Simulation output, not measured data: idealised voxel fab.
Process module name: voxel capacitor over wiring
Section shown: cut. Width: 195 nm. Cell size: 5 nm, square.
Reading order for cross-sections: top band down to bottom band. Underlying form: a grid of square cells. Band size: one or more rows of cells.
Band: top and bottom heights (nm) first, top before bottom; then materials from left to right, widths in nm. "throughout" marks a sole material filling the band edge to edge. "blank" denotes empty space.
Ref level 0: as-received wafer is one material below here. Bottom band extends down with no lower bound ("top 0, no bottom").
The notation "30..40" denotes a width that varies across the rows of cells in the band, beginning at the first number in the top row, finishing at the second number in the bottom row, and changing by an identical amount from each row to the next.
Given "nothing got changed" for a step, no cell of the cross-section differs between before and after that step.
So "Closed void list" is basically the list of trapped voids: any empty space of 8 cells or more that can't reach the top through an opening. They're written width x height at distance, the distance being from the left edge, and it's all nm.
The remark found on a step's line after its settings is issued by the simulator itself and pertains to that step.
What "overlay nm" on a step's line means: if the step has a mask, that mask lay this far to the right of its planned place, or, when the value is negative, to the left.
**Steps in the process plan**
1. RECEIVE: material Si
2. CONFORMAL_DEP: material SiO2, thk nm 15
3. DIRECTIONAL_DEP: material TiN, thk nm 5
4. DIRECTIONAL_DEP: material W, thk nm 25
5. MASKED_ETCH: tone cover, mask id METAL_1, width nm 25, pitch nm 80, etch materials W, depth nm 25, overlay nm 0
6. MASKED_ETCH: tone cover, mask id METAL_1, width nm 25, pitch nm 80, etch materials TiN, depth nm 5, overlay nm 0
7. FILL_DEP: material SiO2, thk nm 10
8. CMP: height nm 45
9. CONFORMAL_DEP: material SiCN, thk nm 5
10. DIRECTIONAL_DEP: material SiO2, thk nm 20
11. PATTERN: tone open, mask id PLUG_1, material resist, width nm 15, thk nm 20, overlay nm 0
12. DIRECTIONAL_ETCH: etch materials SiO2, depth nm 20
13. DIRECTIONAL_ETCH: etch materials SiCN, depth nm 5
14. STRIP: etch materials resist
15. EPI: material Ru, thk nm 10
16. EPI: material Ru, thk nm 10
17. EPI: material Ru, thk nm 5
18. DIRECTIONAL_DEP: material TiN, thk nm 10
19. DIRECTIONAL_DEP: material Al2O3, thk nm 5
20. DIRECTIONAL_DEP: material TiN, thk nm 5
21. PATTERN: tone cover, mask id UPPER_PLATE, material resist, width nm 60, thk nm 15, overlay nm 0
22. DIRECTIONAL_ETCH: etch materials TiN, depth nm 5
23. DIRECTIONAL_ETCH: etch materials Al2O3, depth nm 5
24. STRIP: etch materials resist
25. MASKED_ETCH: tone cover, mask id LOWER_PLATE, width nm 70, etch materials TiN, depth nm 10, overlay nm 0
26. FILL_DEP: material SiO2, thk nm 15
27. CMP: height nm 100
28. PATTERN: tone open, mask id PLUG_2, material resist, width nm 15, thk nm 15, overlay nm 0
29. DIRECTIONAL_ETCH: etch materials SiO2, depth nm 10
30. STRIP: etch materials resist
31. CONFORMAL_DEP: material TiN, thk nm 5
32. FILL_DEP: material Ru, thk nm 10
33. CMP: height nm 100
34. CONFORMAL_DEP: material SiCN, thk nm 5
**Wafer at receipt (post step 1), cross-section**
> top 0, no bottom  Si throughout
> Closed void list: none
**Sectioned view, first of two wafers, at the close of the module, processed as intended in the plan**
> top 105, bottom 100  SiCN throughout
> top 100, bottom 95  65 SiO2, 5 TiN, 5 Ru, 5 TiN, 115 SiO2
> top 95, bottom 85  65..55 SiO2, 15..60 TiN, 115..80 SiO2
> top 85, bottom 80  55 SiO2, 60 Al2O3, 80 SiO2
> top 80, bottom 70  50 SiO2, 70 TiN, 75 SiO2
> top 70, bottom 50  55 SiO2, 15 Ru, 125 SiO2
> top 50, bottom 45  55 SiCN, 15 Ru, 125 SiCN
> top 45, bottom 20  45 SiO2, 25 W, 55 SiO2, 25 W, 45 SiO2
> top 20, bottom 15  45 SiO2, 25 TiN, 55 SiO2, 25 TiN, 45 SiO2
> top 15, bottom 0  SiO2 throughout
> top 0, no bottom  Si throughout
> Closed void list: none
**Cross-section of the latter of the two wafers at module completion. It had an identical start and an identical plan to the former; in running it, one mistake was made**
> top 105, bottom 100  SiCN throughout
> top 100, bottom 95  65 SiO2, 5 TiN, 5 Ru, 5 TiN, 115 SiO2
> top 95, bottom 85  65..55 SiO2, 15..60 TiN, 115..80 SiO2
> top 85, bottom 80  55 SiO2, 60 Al2O3, 80 SiO2
> top 80, bottom 70  50 SiO2, 70 TiN, 75 SiO2
> top 70, bottom 50  55 SiO2, 15 Ru, 125 SiO2
> top 50, bottom 45  55 SiCN, 15 Ru, 125 SiCN
> top 45, bottom 20  50 SiO2, 20 W, 60 SiO2, 20 W, 45 SiO2
> top 20, bottom 15  45 SiO2, 25 TiN, 55 SiO2, 25 TiN, 45 SiO2
> top 15, bottom 0  SiO2 throughout
> top 0, no bottom  Si throughout
> Closed void list: none
Against the plan, the run slipped here: step 5 ran differently from the plan; actual operation with settings: MASKED_ETCH: tone cover, mask id METAL_1, width nm 20, pitch nm 80, etch materials W, depth nm 25, overlay nm 0
Upon completion, the second wafer contains, in terms of cells, a greater or smaller amount of certain materials than the first wafer: 10 more of SiO2; 10 fewer of W
